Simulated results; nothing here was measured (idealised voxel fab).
Process module under the name voxel spacer lines
For reference, the cross-section in this document is cut, with width 225 nm and square cells of 5 nm.
Cross-section = grid of square cells, listed top down in bands; band = one or more rows. The entry gives the band's vertical extent as a top height and a bottom height in nm, then its horizontal make-up as materials from left to right, each with a width in nm. "air" stands for empty space; a single material marked "all across" fills the band edge to edge. Measure heights from 0. That's the level where, below it, the as-received wafer is all one material. The lowest band is bottomless and extends downward; write it as in "0..down". Graded width ("30..40"): value in top row of band = first number; value in bottom row = second number; row-to-row change constant. "remained unchanged" after a step means that no cell of the cross-section changed. Heads up: "Entrapped voids" only lists the empty pockets with no open path to the top that are 8 cells or more, and it writes them as width x height at distance, distance from the left edge, in nm. Whatever follows a step's settings on its line is a remark the simulator itself makes about that step. Among the settings permitted on a step's line is "overlay nm"; applied to a step with a mask, it specifies the extent to which the mask lay to the right of its planned position, whereas a negative figure signifies a position to the left.
Planned process steps
1. RECEIVE: material Si
2. CONFORMAL_DEP: material SiO2, thk nm 5
3. DIRECTIONAL_DEP: material polySi, thk nm 20
4. DIRECTIONAL_DEP: material aC, thk nm 25
5. PATTERN: tone cover, mask id MANDREL, material resist, width nm 15, pitch nm 60, thk nm 30, overlay nm 0
6. DIRECTIONAL_ETCH: etch materials aC, depth nm 25
7. STRIP: etch materials resist
8. CONFORMAL_DEP: material SiN, thk nm 15
9. DIRECTIONAL_ETCH: etch materials SiN, depth nm 15
10. STRIP: etch materials aC
11. DIRECTIONAL_ETCH: etch materials polySi, depth nm 20
12. STRIP: etch materials SiN
First of two wafers, with the run carried out as planned
Here's what the wafer looked like in cross-section when it arrived - that's after step 1
* 0..down  Si all across
* Entrapped voids: none
After step 2, in cross-section
* 5..0  SiO2 all across
* Below 0, no change.
After step 3, in cross-section
* 25..5  polySi all across
* Below 5, no change.
After step 4, in cross-section
* 50..25  aC all across
* Below 25, no change.
After step 5, in cross-section
* 80..50  air 75 nm | resist 15 nm | air 45 nm | resist 15 nm | air 75 nm
* Below 50, no change.
After step 6, in cross-section
* 55..50  air 75 nm | resist 15 nm | air 45 nm | resist 15 nm | air 75 nm
* 50..25  air 75 nm | aC 15 nm | air 45 nm | aC 15 nm | air 75 nm
* Below 25, no change.
After step 7, in cross-section
* 50..25  air 75 nm | aC 15 nm | air 45 nm | aC 15 nm | air 75 nm
* Below 25, no change.
After step 8, in cross-section
* 65..50  air 60 nm | SiN 45 nm | air 15 nm | SiN 45 nm | air 60 nm
* 50..40  air 60 nm | SiN 15 nm | aC 15 nm | SiN 15 nm | air 15 nm | SiN 15 nm | aC 15 nm | SiN 15 nm | air 60 nm
* 40..25  SiN 75 nm | aC 15 nm | SiN 45 nm | aC 15 nm | SiN 75 nm
* Below 25, no change.
After step 9, in cross-section
* 50..25  air 60 nm | SiN 15 nm | aC 15 nm | SiN 15 nm | air 15 nm | SiN 15 nm | aC 15 nm | SiN 15 nm | air 60 nm
* Below 25, no change.
After step 10, in cross-section
* 50..25  air 60 nm | SiN 15 nm | air 15 nm | SiN 15 nm | air 15 nm | SiN 15 nm | air 15 nm | SiN 15 nm | air 60 nm
* Below 25, no change.
After step 11, in cross-section
* 50..25  air 60 nm | SiN 15 nm | air 15 nm | SiN 15 nm | air 15 nm | SiN 15 nm | air 15 nm | SiN 15 nm | air 60 nm
* 25..5  air 60 nm | polySi 15 nm | air 15 nm | polySi 15 nm | air 15 nm | polySi 15 nm | air 15 nm | polySi 15 nm | air 60 nm
* Below 5, no change.
After step 12, in cross-section
* 25..5  air 60 nm | polySi 15 nm | air 15 nm | polySi 15 nm | air 15 nm | polySi 15 nm | air 15 nm | polySi 15 nm | air 60 nm
* Below 5, no change.
For the second wafer, take the first wafer's start and plan, then add one mistake made in running it; everything through step 2, that step included, is shared with the first
Planned end of step 3: second wafer, cross-section
* 30..5  polySi all across
* Below 5, no change.
Planned end of step 4: second wafer, cross-section
* 55..30  aC all across
* Below 30, no change.
Planned end of step 5: second wafer, cross-section
* 85..55  air 75 nm | resist 15 nm | air 45 nm | resist 15 nm | air 75 nm
* Below 55, no change.
Planned end of step 6: second wafer, cross-section
* 60..55  air 75 nm | resist 15 nm | air 45 nm | resist 15 nm | air 75 nm
* 55..30  air 75 nm | aC 15 nm | air 45 nm | aC 15 nm | air 75 nm
* Below 30, no change.
Planned end of step 7: second wafer, cross-section
* 55..30  air 75 nm | aC 15 nm | air 45 nm | aC 15 nm | air 75 nm
* Below 30, no change.
Planned end of step 8: second wafer, cross-section
* 70..55  air 60 nm | SiN 45 nm | air 15 nm | SiN 45 nm | air 60 nm
* 55..45  air 60 nm | SiN 15 nm | aC 15 nm | SiN 15 nm | air 15 nm | SiN 15 nm | aC 15 nm | SiN 15 nm | air 60 nm
* 45..30  SiN 75 nm | aC 15 nm | SiN 45 nm | aC 15 nm | SiN 75 nm
* Below 30, no change.
Planned end of step 9: second wafer, cross-section
* 55..30  air 60 nm | SiN 15 nm | aC 15 nm | SiN 15 nm | air 15 nm | SiN 15 nm | aC 15 nm | SiN 15 nm | air 60 nm
* Below 30, no change.
Planned end of step 10: second wafer, cross-section
* 55..30  air 60 nm | SiN 15 nm | air 15 nm | SiN 15 nm | air 15 nm | SiN 15 nm | air 15 nm | SiN 15 nm | air 60 nm
* Below 30, no change.
Planned end of step 11: second wafer, cross-section
* 55..30  air 60 nm | SiN 15 nm | air 15 nm | SiN 15 nm | air 15 nm | SiN 15 nm | air 15 nm | SiN 15 nm | air 60 nm
* 30..10  air 60 nm | polySi 15 nm | air 15 nm | polySi 15 nm | air 15 nm | polySi 15 nm | air 15 nm | polySi 15 nm | air 60 nm
* Below 10, no change.
Planned end of step 12: second wafer, cross-section
* 30..10  air 60 nm | polySi 15 nm | air 15 nm | polySi 15 nm | air 15 nm | polySi 15 nm | air 15 nm | polySi 15 nm | air 60 nm
* Below 10, no change.
Plan not followed: step 3 ran with different settings than intended, the actual operation and settings being DIRECTIONAL_DEP: material polySi, thk nm 25
The closing comparison, in cells, has the second wafer with more or fewer of some materials than the first: polySi +45
